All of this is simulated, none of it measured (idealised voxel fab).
Process module name: voxel gate over fins
The width of the displayed cross-section, cut, is 225 nm; its cells are square, with a size of 5 nm.
In this document a cross-section is written as a grid of square cells. It is given as a series of bands, listed from the top down, and a band is one or more rows of cells. Heights first: top, then bottom, in nm. Then materials, left to right, each with a width in nm. "everywhere" on a single material: fills the band edge to edge. "empty": empty space. Note: height 0 marks the level under which the wafer is uniformly one material as received. Lowest band unbounded below, written "top 0, no bottom". Read "30 to 40" as a graded width: first number on top, second number at the bottom, same change between each pair of neighbouring rows. Reading "stayed the same" for a step: not a cell of the cross-section changed in it. For the entry "Voids, sealed", the listed items are empty spaces with no open way to the top whose size is 8 cells or more; each item follows the pattern width x height at distance, where distance is from the left edge and all three are in nm. Formally, on a step line, whatever follows the settings is a remark that the simulator itself makes on the step. "overlay nm" answers the question of how far to the right of plan the mask lay on a step that has a mask, and when it is negative the answer is to the left.
## These are the steps we planned for the process
1. RECEIVE (material Si)
2. CONFORMAL_DEP (material SiN; thk nm 10)
3. DIRECTIONAL_DEP (material aC; thk nm 15)
4. PATTERN (tone cover; mask id FINS; material resist; width nm 15; pitch nm 35; thk nm 30; overlay nm 0)
5. DIRECTIONAL_ETCH (etch materials aC; depth nm 15)
6. STRIP (etch materials resist)
7. DIRECTIONAL_ETCH (etch materials SiN; depth nm 10)
8. DIRECTIONAL_ETCH (etch materials Si; depth nm 40)
9. STRIP (etch materials aC)
10. OXIDIZE (depth nm 5)
11. FILL_DEP (material SiO2; thk nm 10)
12. CMP (height nm 10)
13. SELECTIVE_ETCH (etch materials SiO2; depth nm 20)
14. STRIP (etch materials SiN)
15. CONFORMAL_DEP (material HfO2; thk nm 5)
16. CONFORMAL_DEP (material TiN; thk nm 5)
17. CONFORMAL_DEP (material TiAl; thk nm 5)
18. CONFORMAL_DEP (material TiN; thk nm 5)
19. FILL_DEP (material W; thk nm 10)
20. CMP (height nm 25)
21. CONFORMAL_DEP (material SiN; thk nm 10)
## Cross-section of the wafer upon arrival, representing the state reached after step 1
- top 0, no bottom | Si everywhere
- Voids, sealed: none
## The first of the two wafers as seen in cross-section once the module was finished; processing followed the plan
- top 35, bottom 25 | SiN everywhere
- top 25, bottom 20 | W everywhere
- top 20, bottom 15 | 35 W, 150 TiN, 40 W
- top 15, bottom 10 | 35 W, 5 TiN, 140 TiAl, 5 TiN, 40 W
- top 10, bottom 5 | 40 TiN, 5 TiAl, 25 TiN, 10 TiAl, 25 TiN, 10 TiAl, 25 TiN, 10 TiAl, 25 TiN, 5 TiAl, 45 TiN
- top 5, bottom 0 | 45 TiAl, 5 TiN, 15 HfO2, 5 TiN, 10 TiAl, 5 TiN, 15 HfO2, 5 TiN, 10 TiAl, 5 TiN, 15 HfO2, 5 TiN, 10 TiAl, 5 TiN, 15 HfO2, 5 TiN, 50 TiAl
- top 0, bottom -5 | 50 TiN, 5 HfO2, 5 Si, 5 HfO2, 20 TiN, 5 HfO2, 5 Si, 5 HfO2, 20 TiN, 5 HfO2, 5 Si, 5 HfO2, 20 TiN, 5 HfO2, 5 Si, 5 HfO2, 55 TiN
- top -5, bottom -10 | 55 HfO2, 5 Si, 30 HfO2, 5 Si, 30 HfO2, 5 Si, 30 HfO2, 5 Si, 60 HfO2
- top -10, bottom -45 | 55 SiO2, 5 Si, 30 SiO2, 5 Si, 30 SiO2, 5 Si, 30 SiO2, 5 Si, 60 SiO2
- top -45, no bottom | Si everywhere
- Voids, sealed: none
## Here is the second of the two wafers cut open at the end of the module - same start, same plan as the first one, but we made one mistake running it
- top 35, bottom 25 | SiN everywhere
- top 25, bottom 20 | W everywhere
- top 20, bottom 15 | 45 W, 150 TiN, 30 W
- top 15, bottom 10 | 45 W, 5 TiN, 140 TiAl, 5 TiN, 30 W
- top 10, bottom 5 | 50 TiN, 5 TiAl, 25 TiN, 10 TiAl, 25 TiN, 10 TiAl, 25 TiN, 10 TiAl, 25 TiN, 5 TiAl, 35 TiN
- top 5, bottom 0 | 55 TiAl, 5 TiN, 15 HfO2, 5 TiN, 10 TiAl, 5 TiN, 15 HfO2, 5 TiN, 10 TiAl, 5 TiN, 15 HfO2, 5 TiN, 10 TiAl, 5 TiN, 15 HfO2, 5 TiN, 40 TiAl
- top 0, bottom -5 | 60 TiN, 5 HfO2, 5 Si, 5 HfO2, 20 TiN, 5 HfO2, 5 Si, 5 HfO2, 20 TiN, 5 HfO2, 5 Si, 5 HfO2, 20 TiN, 5 HfO2, 5 Si, 5 HfO2, 45 TiN
- top -5, bottom -10 | 65 HfO2, 5 Si, 30 HfO2, 5 Si, 30 HfO2, 5 Si, 30 HfO2, 5 Si, 50 HfO2
- top -10, bottom -45 | 65 SiO2, 5 Si, 30 SiO2, 5 Si, 30 SiO2, 5 Si, 30 SiO2, 5 Si, 50 SiO2
- top -45, no bottom | Si everywhere
- Voids, sealed: none
Deviation from plan: so step 4 ended up running with a different setting than we planned, it ran as PATTERN (tone cover; mask id FINS; material resist; width nm 15; pitch nm 35; thk nm 30; overlay nm 10)
Same inventory, different map: at the end, the second wafer holds as many cells of each material as the first, placed elsewhere.
